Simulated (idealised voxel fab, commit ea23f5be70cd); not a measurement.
You're looking at the process module voxel wiring stack.
We display cut, a cross-section 300 nm in width whose square cells are each 5 nm.
If you're reading a cross-section in this doc, picture square cells in a grid; it comes to you as bands, top ones listed first down to the bottom, and a band can be one or more rows of cells.
Within each band entry, the heights of the top and of the bottom of the band appear first, in that order and in nm; the materials of the band then follow from left to right, each with its corresponding width in nm. The designation "all across" on a single material indicates that it fills the band from edge to edge; the designation "air" indicates empty space.
Height reference: 0 = level under which incoming wafer is all one material. Lowest band: no bottom, runs on downward, e.g. "0 and below".
Width spec "30 to 40" -> top row of cells at first value, bottom row at second value, equal per-row change in between.
Step note "nothing different" = no cross-section cell changed.
"Sealed void list": empty spaces of 8 cells or more with no open way to the top, each given as width x height at distance, distance from the left edge, all in nm.
Note: text after step settings on the step line = simulator remark on that step.
The optional step-line setting "overlay nm" applies to steps with a mask and quantifies how far to the right of its planned location the mask lay, a negative value indicating leftward placement.
## Listed below are the process steps as planned
1 RECEIVE | material Si
2 CONFORMAL_DEP | material SiO2 | thk nm 15
3 CONFORMAL_DEP | material SiN | thk nm 5
4 DIRECTIONAL_DEP | material lowk | thk nm 25
5 DIRECTIONAL_DEP | material aC | thk nm 10
6 PATTERN | tone open | mask id METAL_1 | material resist | width nm 30 | pitch nm 55 | thk nm 30 | overlay nm 0
7 DIRECTIONAL_ETCH | etch materials aC | depth nm 10
8 STRIP | etch materials resist
9 DIRECTIONAL_ETCH | etch materials lowk | depth nm 25
10 DIRECTIONAL_ETCH | etch materials SiN | depth nm 5
11 STRIP | etch materials aC
12 CONFORMAL_DEP | material TiN | thk nm 5
13 FILL_DEP | material Cu | thk nm 5
14 CMP | height nm 45
15 CONFORMAL_DEP | material SiCN | thk nm 5
16 DIRECTIONAL_DEP | material lowk | thk nm 15
17 MASKED_ETCH | tone open | mask id PLUG_1 | width nm 15 | pitch nm 55 | etch materials lowk | depth nm 15 | overlay nm 0
18 MASKED_ETCH | tone open | mask id PLUG_1 | width nm 15 | pitch nm 55 | etch materials SiCN | depth nm 5 | overlay nm 0
19 EPI | material Ru | thk nm 10
20 EPI | material Ru | thk nm 10
21 DIRECTIONAL_DEP | material TiN | thk nm 5
22 DIRECTIONAL_DEP | material Ru | thk nm 15
23 DIRECTIONAL_DEP | material aC | thk nm 15
24 PATTERN | tone cover | mask id METAL_2 | material resist | width nm 30 | pitch nm 55 | thk nm 35 | overlay nm 0
25 DIRECTIONAL_ETCH | etch materials aC | depth nm 15
26 STRIP | etch materials resist
27 DIRECTIONAL_ETCH | etch materials Ru | depth nm 15
28 DIRECTIONAL_ETCH | etch materials TiN | depth nm 5
29 STRIP | etch materials aC
30 CONFORMAL_DEP | material SiCN | thk nm 5
31 FILL_DEP | material SiO2 | thk nm 5
32 CMP | height nm 85
33 CONFORMAL_DEP | material SiCN | thk nm 5
34 DIRECTIONAL_DEP | material SiO2 | thk nm 20
35 PATTERN | tone open | mask id PLUG_2 | material resist | width nm 15 | pitch nm 55 | thk nm 15 | overlay nm 0
36 DIRECTIONAL_ETCH | etch materials SiO2 | depth nm 20
37 DIRECTIONAL_ETCH | etch materials SiCN | depth nm 5
38 STRIP | etch materials resist
39 CONFORMAL_DEP | material TiN | thk nm 5
40 FILL_DEP | material Ru | thk nm 10
41 CMP | height nm 110
42 CONFORMAL_DEP | material SiCN | thk nm 5
43 DIRECTIONAL_DEP | material lowk | thk nm 20
44 PATTERN | tone open | mask id METAL_3 | material resist | width nm 30 | pitch nm 55 | thk nm 15 | overlay nm 0
45 DIRECTIONAL_ETCH | etch materials lowk | depth nm 20
46 DIRECTIONAL_ETCH | etch materials SiCN | depth nm 5
47 STRIP | etch materials resist
48 CONFORMAL_DEP | material TiN | thk nm 5
49 FILL_DEP | material Ru | thk nm 5
50 CMP | height nm 135
51 CONFORMAL_DEP | material SiCN | thk nm 5
52 DIRECTIONAL_DEP | material SiO2 | thk nm 20
53 DIRECTIONAL_DEP | material aC | thk nm 10
54 PATTERN | tone open | mask id PLUG_3 | material resist | width nm 15 | pitch nm 55 | thk nm 25 | overlay nm 0
55 DIRECTIONAL_ETCH | etch materials aC | depth nm 10
56 STRIP | etch materials resist
57 DIRECTIONAL_ETCH | etch materials SiO2 | depth nm 20
58 DIRECTIONAL_ETCH | etch materials SiCN | depth nm 5
59 STRIP | etch materials aC
60 CONFORMAL_DEP | material TiN | thk nm 5
61 FILL_DEP | material W | thk nm 5
62 CMP | height nm 160
63 CONFORMAL_DEP | material SiCN | thk nm 5
64 DIRECTIONAL_DEP | material SiO2 | thk nm 15
65 MASKED_ETCH | tone open | mask id METAL_4 | width nm 30 | pitch nm 55 | etch materials SiO2 | depth nm 15 | overlay nm 0
66 MASKED_ETCH | tone open | mask id METAL_4 | width nm 30 | pitch nm 55 | etch materials SiCN | depth nm 5 | overlay nm 0
67 CONFORMAL_DEP | material TiN | thk nm 5
68 FILL_DEP | material Ru | thk nm 5
69 CMP | height nm 180
70 EPI | material Ru | thk nm 5
71 FILL_DEP | material SiCN | thk nm 5
## First out of two wafers; run went to plan
## Wafer at receipt (post step 1), cross-section
- 0 and below  Si all across
- Sealed void list: none
## Cross-section: wafer state after step 2
- 15 down to 0  SiO2 all across
- Below a height of 0, the structure has not been altered.
## Cross-section: wafer state after step 3
- 20 down to 15  SiN all across
- Below a height of 15, the structure has not been altered.
## Cross-section: wafer state after step 4
- 45 down to 20  lowk all across
- Below a height of 20, the structure has not been altered.
## Cross-section: wafer state after step 5
- 55 down to 45  aC all across
- Below a height of 45, the structure has not been altered.
## Cross-section: wafer state after step 6
- 85 down to 55  resist: 80; air: 30; resist: 25; air: 30; resist: 25; air: 30; resist: 80
- Below a height of 55, the structure has not been altered.
## Cross-section: wafer state after step 7
- 75 down to 55  resist: 80; air: 30; resist: 25; air: 30; resist: 25; air: 30; resist: 80
- 55 down to 45  aC: 80; air: 30; aC: 25; air: 30; aC: 25; air: 30; aC: 80
- Below a height of 45, the structure has not been altered.
## Cross-section: wafer state after step 8
- 55 down to 45  aC: 80; air: 30; aC: 25; air: 30; aC: 25; air: 30; aC: 80
- Below a height of 45, the structure has not been altered.
## Cross-section: wafer state after step 9
- 55 down to 45  aC: 80; air: 30; aC: 25; air: 30; aC: 25; air: 30; aC: 80
- 45 down to 20  lowk: 80; air: 30; lowk: 25; air: 30; lowk: 25; air: 30; lowk: 80
- Below a height of 20, the structure has not been altered.
## Cross-section: wafer state after step 10
- 55 down to 45  aC: 80; air: 30; aC: 25; air: 30; aC: 25; air: 30; aC: 80
- 45 down to 20  lowk: 80; air: 30; lowk: 25; air: 30; lowk: 25; air: 30; lowk: 80
- 20 down to 15  SiN: 80; air: 30; SiN: 25; air: 30; SiN: 25; air: 30; SiN: 80
- Below a height of 15, the structure has not been altered.
## Cross-section: wafer state after step 11
- 45 down to 20  lowk: 80; air: 30; lowk: 25; air: 30; lowk: 25; air: 30; lowk: 80
- Below a height of 20, the structure has not been altered.
## Cross-section: wafer state after step 12
- 50 down to 45  TiN: 85; air: 20; TiN: 35; air: 20; TiN: 35; air: 20; TiN: 85
- 45 down to 20  lowk: 80; TiN: 5; air: 20; TiN: 5; lowk: 25; TiN: 5; air: 20; TiN: 5; lowk: 25; TiN: 5; air: 20; TiN: 5; lowk: 80
- 20 down to 15  SiN: 80; TiN: 30; SiN: 25; TiN: 30; SiN: 25; TiN: 30; SiN: 80
- Below a height of 15, the structure has not been altered.
## Cross-section: wafer state after step 13
- 55 down to 50  Cu all across
- 50 down to 45  TiN: 85; Cu: 20; TiN: 35; Cu: 20; TiN: 35; Cu: 20; TiN: 85
- 45 down to 20  lowk: 80; TiN: 5; Cu: 20; TiN: 5; lowk: 25; TiN: 5; Cu: 20; TiN: 5; lowk: 25; TiN: 5; Cu: 20; TiN: 5; lowk: 80
- Below a height of 20, the structure has not been altered.
## Cross-section: wafer state after step 14
- 45 down to 20  lowk: 80; TiN: 5; Cu: 20; TiN: 5; lowk: 25; TiN: 5; Cu: 20; TiN: 5; lowk: 25; TiN: 5; Cu: 20; TiN: 5; lowk: 80
- Below a height of 20, the structure has not been altered.
## Cross-section: wafer state after step 15
- 50 down to 45  SiCN all across
- Below a height of 45, the structure has not been altered.
## Cross-section: wafer state after step 16
- 65 down to 50  lowk all across
- Below a height of 50, the structure has not been altered.
## Cross-section: wafer state after step 17
- 65 down to 50  lowk: 80; air: 15; lowk: 40; air: 15; lowk: 40; air: 15; lowk: 95
- Below a height of 50, the structure has not been altered.
## Cross-section: wafer state after step 18
- 65 down to 50  lowk: 80; air: 15; lowk: 40; air: 15; lowk: 40; air: 15; lowk: 95
- 50 down to 45  SiCN: 80; air: 15; SiCN: 40; air: 15; SiCN: 40; air: 15; SiCN: 95
- Below a height of 45, the structure has not been altered.
## Cross-section: wafer state after step 19
- 65 down to 55  lowk: 80; air: 15; lowk: 40; air: 15; lowk: 40; air: 15; lowk: 95
- 55 down to 50  lowk: 80; Ru: 15; lowk: 40; Ru: 15; lowk: 40; Ru: 15; lowk: 95
- 50 down to 45  SiCN: 80; Ru: 15; SiCN: 40; Ru: 15; SiCN: 40; Ru: 15; SiCN: 95
- Below a height of 45, the structure has not been altered.
## Cross-section: wafer state after step 20
- 65 down to 50  lowk: 80; Ru: 15; lowk: 40; Ru: 15; lowk: 40; Ru: 15; lowk: 95
- Below a height of 50, the structure has not been altered.
## Cross-section: wafer state after step 21
- 70 down to 65  TiN all across
- Below a height of 65, the structure has not been altered.
## Cross-section: wafer state after step 22
- 85 down to 70  Ru all across
- Below a height of 70, the structure has not been altered.
## Cross-section: wafer state after step 23
- 100 down to 85  aC all across
- Below a height of 85, the structure has not been altered.
## Cross-section: wafer state after step 24
- 135 down to 100  air: 80; resist: 30; air: 25; resist: 30; air: 25; resist: 30; air: 80
- Below a height of 100, the structure has not been altered.
## Cross-section: wafer state after step 25
- 120 down to 100  air: 80; resist: 30; air: 25; resist: 30; air: 25; resist: 30; air: 80
- 100 down to 85  air: 80; aC: 30; air: 25; aC: 30; air: 25; aC: 30; air: 80
- Below a height of 85, the structure has not been altered.
## Cross-section: wafer state after step 26
- 100 down to 85  air: 80; aC: 30; air: 25; aC: 30; air: 25; aC: 30; air: 80
- Below a height of 85, the structure has not been altered.
## Cross-section: wafer state after step 27
- 100 down to 85  air: 80; aC: 30; air: 25; aC: 30; air: 25; aC: 30; air: 80
- 85 down to 70  air: 80; Ru: 30; air: 25; Ru: 30; air: 25; Ru: 30; air: 80
- Below a height of 70, the structure has not been altered.
## Cross-section: wafer state after step 28
- 100 down to 85  air: 80; aC: 30; air: 25; aC: 30; air: 25; aC: 30; air: 80
- 85 down to 70  air: 80; Ru: 30; air: 25; Ru: 30; air: 25; Ru: 30; air: 80
- 70 down to 65  air: 80; TiN: 30; air: 25; TiN: 30; air: 25; TiN: 30; air: 80
- Below a height of 65, the structure has not been altered.
## Cross-section: wafer state after step 29
- 85 down to 70  air: 80; Ru: 30; air: 25; Ru: 30; air: 25; Ru: 30; air: 80
- Below a height of 70, the structure has not been altered.
## Cross-section: wafer state after step 30
- 90 down to 85  air: 75; SiCN: 40; air: 15; SiCN: 40; air: 15; SiCN: 40; air: 75
- 85 down to 70  air: 75; SiCN: 5; Ru: 30; SiCN: 5; air: 15; SiCN: 5; Ru: 30; SiCN: 5; air: 15; SiCN: 5; Ru: 30; SiCN: 5; air: 75
- 70 down to 65  SiCN: 80; TiN: 30; SiCN: 25; TiN: 30; SiCN: 25; TiN: 30; SiCN: 80
- Below a height of 65, the structure has not been altered.
## Cross-section: wafer state after step 31
- 95 down to 90  SiO2 all across
- 90 down to 85  SiO2: 75; SiCN: 40; SiO2: 15; SiCN: 40; SiO2: 15; SiCN: 40; SiO2: 75
- 85 down to 70  SiO2: 75; SiCN: 5; Ru: 30; SiCN: 5; SiO2: 15; SiCN: 5; Ru: 30; SiCN: 5; SiO2: 15; SiCN: 5; Ru: 30; SiCN: 5; SiO2: 75
- Below a height of 70, the structure has not been altered.
## Cross-section: wafer state after step 32
- 85 down to 70  SiO2: 75; SiCN: 5; Ru: 30; SiCN: 5; SiO2: 15; SiCN: 5; Ru: 30; SiCN: 5; SiO2: 15; SiCN: 5; Ru: 30; SiCN: 5; SiO2: 75
- Below a height of 70, the structure has not been altered.
## Cross-section: wafer state after step 33
- 90 down to 85  SiCN all across
- Below a height of 85, the structure has not been altered.
## Cross-section: wafer state after step 34
- 110 down to 90  SiO2 all across
- Below a height of 90, the structure has not been altered.
## Cross-section: wafer state after step 35
- 125 down to 110  resist: 80; air: 15; resist: 40; air: 15; resist: 40; air: 15; resist: 95
- Below a height of 110, the structure has not been altered.
## Cross-section: wafer state after step 36
- 125 down to 110  resist: 80; air: 15; resist: 40; air: 15; resist: 40; air: 15; resist: 95
- 110 down to 90  SiO2: 80; air: 15; SiO2: 40; air: 15; SiO2: 40; air: 15; SiO2: 95
- Below a height of 90, the structure has not been altered.
## Cross-section: wafer state after step 37
- 125 down to 110  resist: 80; air: 15; resist: 40; air: 15; resist: 40; air: 15; resist: 95
- 110 down to 90  SiO2: 80; air: 15; SiO2: 40; air: 15; SiO2: 40; air: 15; SiO2: 95
- 90 down to 85  SiCN: 80; air: 15; SiCN: 40; air: 15; SiCN: 40; air: 15; SiCN: 95
- Below a height of 85, the structure has not been altered.
## Cross-section: wafer state after step 38
- 110 down to 90  SiO2: 80; air: 15; SiO2: 40; air: 15; SiO2: 40; air: 15; SiO2: 95
- Below a height of 90, the structure has not been altered.
## Cross-section: wafer state after step 39
- 115 down to 110  TiN: 85; air: 5; TiN: 50; air: 5; TiN: 50; air: 5; TiN: 100
- 110 down to 90  SiO2: 80; TiN: 5; air: 5; TiN: 5; SiO2: 40; TiN: 5; air: 5; TiN: 5; SiO2: 40; TiN: 5; air: 5; TiN: 5; SiO2: 95
- 90 down to 85  SiCN: 80; TiN: 15; SiCN: 40; TiN: 15; SiCN: 40; TiN: 15; SiCN: 95
- Below a height of 85, the structure has not been altered.
## Cross-section: wafer state after step 40
- 125 down to 115  Ru all across
- 115 down to 110  TiN: 85; Ru: 5; TiN: 50; Ru: 5; TiN: 50; Ru: 5; TiN: 100
- 110 down to 90  SiO2: 80; TiN: 5; Ru: 5; TiN: 5; SiO2: 40; TiN: 5; Ru: 5; TiN: 5; SiO2: 40; TiN: 5; Ru: 5; TiN: 5; SiO2: 95
- Below a height of 90, the structure has not been altered.
## Cross-section: wafer state after step 41
- 110 down to 90  SiO2: 80; TiN: 5; Ru: 5; TiN: 5; SiO2: 40; TiN: 5; Ru: 5; TiN: 5; SiO2: 40; TiN: 5; Ru: 5; TiN: 5; SiO2: 95
- Below a height of 90, the structure has not been altered.
## Cross-section: wafer state after step 42
- 115 down to 110  SiCN all across
- Below a height of 110, the structure has not been altered.
## Cross-section: wafer state after step 43
- 135 down to 115  lowk all across
- Below a height of 115, the structure has not been altered.
## Cross-section: wafer state after step 44
- 150 down to 135  resist: 80; air: 30; resist: 25; air: 30; resist: 25; air: 30; resist: 80
- Below a height of 135, the structure has not been altered.
## Cross-section: wafer state after step 45
- 150 down to 135  resist: 80; air: 30; resist: 25; air: 30; resist: 25; air: 30; resist: 80
- 135 down to 115  lowk: 80; air: 30; lowk: 25; air: 30; lowk: 25; air: 30; lowk: 80
- Below a height of 115, the structure has not been altered.
## Cross-section: wafer state after step 46
- 150 down to 135  resist: 80; air: 30; resist: 25; air: 30; resist: 25; air: 30; resist: 80
- 135 down to 115  lowk: 80; air: 30; lowk: 25; air: 30; lowk: 25; air: 30; lowk: 80
- 115 down to 110  SiCN: 80; air: 30; SiCN: 25; air: 30; SiCN: 25; air: 30; SiCN: 80
- Below a height of 110, the structure has not been altered.
## Cross-section: wafer state after step 47
- 135 down to 115  lowk: 80; air: 30; lowk: 25; air: 30; lowk: 25; air: 30; lowk: 80
- Below a height of 115, the structure has not been altered.
## Cross-section: wafer state after step 48
- 140 down to 135  TiN: 85; air: 20; TiN: 35; air: 20; TiN: 35; air: 20; TiN: 85
- 135 down to 115  lowk: 80; TiN: 5; air: 20; TiN: 5; lowk: 25; TiN: 5; air: 20; TiN: 5; lowk: 25; TiN: 5; air: 20; TiN: 5; lowk: 80
- 115 down to 110  SiCN: 80; TiN: 30; SiCN: 25; TiN: 30; SiCN: 25; TiN: 30; SiCN: 80
- Below a height of 110, the structure has not been altered.
## Cross-section: wafer state after step 49
- 145 down to 140  Ru all across
- 140 down to 135  TiN: 85; Ru: 20; TiN: 35; Ru: 20; TiN: 35; Ru: 20; TiN: 85
- 135 down to 115  lowk: 80; TiN: 5; Ru: 20; TiN: 5; lowk: 25; TiN: 5; Ru: 20; TiN: 5; lowk: 25; TiN: 5; Ru: 20; TiN: 5; lowk: 80
- Below a height of 115, the structure has not been altered.
## Cross-section: wafer state after step 50
- 135 down to 115  lowk: 80; TiN: 5; Ru: 20; TiN: 5; lowk: 25; TiN: 5; Ru: 20; TiN: 5; lowk: 25; TiN: 5; Ru: 20; TiN: 5; lowk: 80
- Below a height of 115, the structure has not been altered.
## Cross-section: wafer state after step 51
- 140 down to 135  SiCN all across
- Below a height of 135, the structure has not been altered.
## Cross-section: wafer state after step 52
- 160 down to 140  SiO2 all across
- Below a height of 140, the structure has not been altered.
## Cross-section: wafer state after step 53
- 170 down to 160  aC all across
- Below a height of 160, the structure has not been altered.
## Cross-section: wafer state after step 54
- 195 down to 170  resist: 80; air: 15; resist: 40; air: 15; resist: 40; air: 15; resist: 95
- Below a height of 170, the structure has not been altered.
## Cross-section: wafer state after step 55
- 185 down to 170  resist: 80; air: 15; resist: 40; air: 15; resist: 40; air: 15; resist: 95
- 170 down to 160  aC: 80; air: 15; aC: 40; air: 15; aC: 40; air: 15; aC: 95
- Below a height of 160, the structure has not been altered.
## Cross-section: wafer state after step 56
- 170 down to 160  aC: 80; air: 15; aC: 40; air: 15; aC: 40; air: 15; aC: 95
- Below a height of 160, the structure has not been altered.
## Cross-section: wafer state after step 57
- 170 down to 160  aC: 80; air: 15; aC: 40; air: 15; aC: 40; air: 15; aC: 95
- 160 down to 140  SiO2: 80; air: 15; SiO2: 40; air: 15; SiO2: 40; air: 15; SiO2: 95
- Below a height of 140, the structure has not been altered.
## Cross-section: wafer state after step 58
- 170 down to 160  aC: 80; air: 15; aC: 40; air: 15; aC: 40; air: 15; aC: 95
- 160 down to 140  SiO2: 80; air: 15; SiO2: 40; air: 15; SiO2: 40; air: 15; SiO2: 95
- 140 down to 135  SiCN: 80; air: 15; SiCN: 40; air: 15; SiCN: 40; air: 15; SiCN: 95
- Below a height of 135, the structure has not been altered.
## Cross-section: wafer state after step 59
- 160 down to 140  SiO2: 80; air: 15; SiO2: 40; air: 15; SiO2: 40; air: 15; SiO2: 95
- Below a height of 140, the structure has not been altered.
## Cross-section: wafer state after step 60
- 165 down to 160  TiN: 85; air: 5; TiN: 50; air: 5; TiN: 50; air: 5; TiN: 100
- 160 down to 140  SiO2: 80; TiN: 5; air: 5; TiN: 5; SiO2: 40; TiN: 5; air: 5; TiN: 5; SiO2: 40; TiN: 5; air: 5; TiN: 5; SiO2: 95
- 140 down to 135  SiCN: 80; TiN: 15; SiCN: 40; TiN: 15; SiCN: 40; TiN: 15; SiCN: 95
- Below a height of 135, the structure has not been altered.
## Cross-section: wafer state after step 61
- 170 down to 165  W all across
- 165 down to 160  TiN: 85; W: 5; TiN: 50; W: 5; TiN: 50; W: 5; TiN: 100
- 160 down to 140  SiO2: 80; TiN: 5; W: 5; TiN: 5; SiO2: 40; TiN: 5; W: 5; TiN: 5; SiO2: 40; TiN: 5; W: 5; TiN: 5; SiO2: 95
- Below a height of 140, the structure has not been altered.
## Cross-section: wafer state after step 62
- 160 down to 140  SiO2: 80; TiN: 5; W: 5; TiN: 5; SiO2: 40; TiN: 5; W: 5; TiN: 5; SiO2: 40; TiN: 5; W: 5; TiN: 5; SiO2: 95
- Below a height of 140, the structure has not been altered.
## Cross-section: wafer state after step 63
- 165 down to 160  SiCN all across
- Below a height of 160, the structure has not been altered.
## Cross-section: wafer state after step 64
- 180 down to 165  SiO2 all across
- Below a height of 165, the structure has not been altered.
## Cross-section: wafer state after step 65
- 180 down to 165  SiO2: 80; air: 30; SiO2: 25; air: 30; SiO2: 25; air: 30; SiO2: 80
- Below a height of 165, the structure has not been altered.
## Cross-section: wafer state after step 66
- 180 down to 165  SiO2: 80; air: 30; SiO2: 25; air: 30; SiO2: 25; air: 30; SiO2: 80
- 165 down to 160  SiCN: 80; air: 30; SiCN: 25; air: 30; SiCN: 25; air: 30; SiCN: 80
- Below a height of 160, the structure has not been altered.
## Cross-section: wafer state after step 67
- 185 down to 180  TiN: 85; air: 20; TiN: 35; air: 20; TiN: 35; air: 20; TiN: 85
- 180 down to 165  SiO2: 80; TiN: 5; air: 20; TiN: 5; SiO2: 25; TiN: 5; air: 20; TiN: 5; SiO2: 25; TiN: 5; air: 20; TiN: 5; SiO2: 80
- 165 down to 160  SiCN: 80; TiN: 30; SiCN: 25; TiN: 30; SiCN: 25; TiN: 30; SiCN: 80
- Below a height of 160, the structure has not been altered.
## Cross-section: wafer state after step 68
- 190 down to 185  Ru all across
- 185 down to 180  TiN: 85; Ru: 20; TiN: 35; Ru: 20; TiN: 35; Ru: 20; TiN: 85
- 180 down to 165  SiO2: 80; TiN: 5; Ru: 20; TiN: 5; SiO2: 25; TiN: 5; Ru: 20; TiN: 5; SiO2: 25; TiN: 5; Ru: 20; TiN: 5; SiO2: 80
- Below a height of 165, the structure has not been altered.
## Cross-section: wafer state after step 69
- 180 down to 165  SiO2: 80; TiN: 5; Ru: 20; TiN: 5; SiO2: 25; TiN: 5; Ru: 20; TiN: 5; SiO2: 25; TiN: 5; Ru: 20; TiN: 5; SiO2: 80
- Below a height of 165, the structure has not been altered.
## Cross-section: wafer state after step 70
- 185 down to 180  air: 75; Ru: 40; air: 15; Ru: 40; air: 15; Ru: 40; air: 75
- Below a height of 180, the structure has not been altered.
## Cross-section: wafer state after step 71
- 190 down to 185  SiCN all across
- 185 down to 180  SiCN: 75; Ru: 40; SiCN: 15; Ru: 40; SiCN: 15; Ru: 40; SiCN: 75
- Below a height of 180, the structure has not been altered.
## Regarding the second of the two wafers: it shared the first wafer's starting condition and process plan, yet one error occurred during its execution. Its history coincides with that of the first wafer up to and including step 50
## The second wafer in cross-section, at the planned close of step 51
- 155 down to 135  SiO2 all across
- Below a height of 135, the structure has not been altered.
## The second wafer in cross-section, at the planned close of step 52
- 160 down to 155  SiCN all across
- Below a height of 155, the structure has not been altered.
## The second wafer in cross-section, at the planned close of step 53
- 170 down to 160  aC all across
- Below a height of 160, the structure has not been altered.
## The second wafer in cross-section, at the planned close of step 54
- 195 down to 170  resist: 80; air: 15; resist: 40; air: 15; resist: 40; air: 15; resist: 95
- Below a height of 170, the structure has not been altered.
## The second wafer in cross-section, at the planned close of step 55
- 185 down to 170  resist: 80; air: 15; resist: 40; air: 15; resist: 40; air: 15; resist: 95
- 170 down to 160  aC: 80; air: 15; aC: 40; air: 15; aC: 40; air: 15; aC: 95
- Below a height of 160, the structure has not been altered.
## The second wafer in cross-section, at the planned close of step 56
- 170 down to 160  aC: 80; air: 15; aC: 40; air: 15; aC: 40; air: 15; aC: 95
- Below a height of 160, the structure has not been altered.
The second wafer in cross-section, at the planned close of step 57: nothing different
## The second wafer in cross-section, at the planned close of step 58
- 170 down to 160  aC: 80; air: 15; aC: 40; air: 15; aC: 40; air: 15; aC: 95
- 160 down to 155  SiCN: 80; air: 15; SiCN: 40; air: 15; SiCN: 40; air: 15; SiCN: 95
- Below a height of 155, the structure has not been altered.
## The second wafer in cross-section, at the planned close of step 59
- 160 down to 155  SiCN: 80; air: 15; SiCN: 40; air: 15; SiCN: 40; air: 15; SiCN: 95
- Below a height of 155, the structure has not been altered.
## The second wafer in cross-section, at the planned close of step 60
- 165 down to 160  TiN: 85; air: 5; TiN: 50; air: 5; TiN: 50; air: 5; TiN: 100
- 160 down to 155  SiCN: 80; TiN: 15; SiCN: 40; TiN: 15; SiCN: 40; TiN: 15; SiCN: 95
- Below a height of 155, the structure has not been altered.
## The second wafer in cross-section, at the planned close of step 61
- 170 down to 165  W all across
- 165 down to 160  TiN: 85; W: 5; TiN: 50; W: 5; TiN: 50; W: 5; TiN: 100
- Below a height of 160, the structure has not been altered.
## The second wafer in cross-section, at the planned close of step 62
- 160 down to 155  SiCN: 80; TiN: 15; SiCN: 40; TiN: 15; SiCN: 40; TiN: 15; SiCN: 95
- Below a height of 155, the structure has not been altered.
## The second wafer in cross-section, at the planned close of step 63
- 165 down to 160  SiCN all across
- Below a height of 160, the structure has not been altered.
## The second wafer in cross-section, at the planned close of step 64
- 180 down to 165  SiO2 all across
- Below a height of 165, the structure has not been altered.
## The second wafer in cross-section, at the planned close of step 65
- 180 down to 165  SiO2: 80; air: 30; SiO2: 25; air: 30; SiO2: 25; air: 30; SiO2: 80
- Below a height of 165, the structure has not been altered.
## The second wafer in cross-section, at the planned close of step 66
- 180 down to 165  SiO2: 80; air: 30; SiO2: 25; air: 30; SiO2: 25; air: 30; SiO2: 80
- 165 down to 160  SiCN: 80; air: 30; SiCN: 25; air: 30; SiCN: 25; air: 30; SiCN: 80
- Below a height of 160, the structure has not been altered.
## The second wafer in cross-section, at the planned close of step 67
- 185 down to 180  TiN: 85; air: 20; TiN: 35; air: 20; TiN: 35; air: 20; TiN: 85
- 180 down to 165  SiO2: 80; TiN: 5; air: 20; TiN: 5; SiO2: 25; TiN: 5; air: 20; TiN: 5; SiO2: 25; TiN: 5; air: 20; TiN: 5; SiO2: 80
- 165 down to 155  SiCN: 80; TiN: 30 to 15; SiCN: 25 to 40; TiN: 30 to 15; SiCN: 25 to 40; TiN: 30 to 15; SiCN: 80 to 95
- Below a height of 155, the structure has not been altered.
## The second wafer in cross-section, at the planned close of step 68
- 190 down to 185  Ru all across
- 185 down to 180  TiN: 85; Ru: 20; TiN: 35; Ru: 20; TiN: 35; Ru: 20; TiN: 85
- 180 down to 165  SiO2: 80; TiN: 5; Ru: 20; TiN: 5; SiO2: 25; TiN: 5; Ru: 20; TiN: 5; SiO2: 25; TiN: 5; Ru: 20; TiN: 5; SiO2: 80
- Below a height of 165, the structure has not been altered.
## The second wafer in cross-section, at the planned close of step 69
- 180 down to 165  SiO2: 80; TiN: 5; Ru: 20; TiN: 5; SiO2: 25; TiN: 5; Ru: 20; TiN: 5; SiO2: 25; TiN: 5; Ru: 20; TiN: 5; SiO2: 80
- Below a height of 165, the structure has not been altered.
## The second wafer in cross-section, at the planned close of step 70
- 185 down to 180  air: 75; Ru: 40; air: 15; Ru: 40; air: 15; Ru: 40; air: 75
- Below a height of 180, the structure has not been altered.
## The second wafer in cross-section, at the planned close of step 71
- 190 down to 185  SiCN all across
- 185 down to 180  SiCN: 75; Ru: 40; SiCN: 15; Ru: 40; SiCN: 15; Ru: 40; SiCN: 75
- Below a height of 180, the structure has not been altered.
Error vs. plan: the intended sequence of steps 51 and 52 was reversed during processing, with each occupying the position of the other
The second wafer ends with more or fewer cells of some materials than the first, per final count: +36 SiO2 | -24 TiN | -12 W
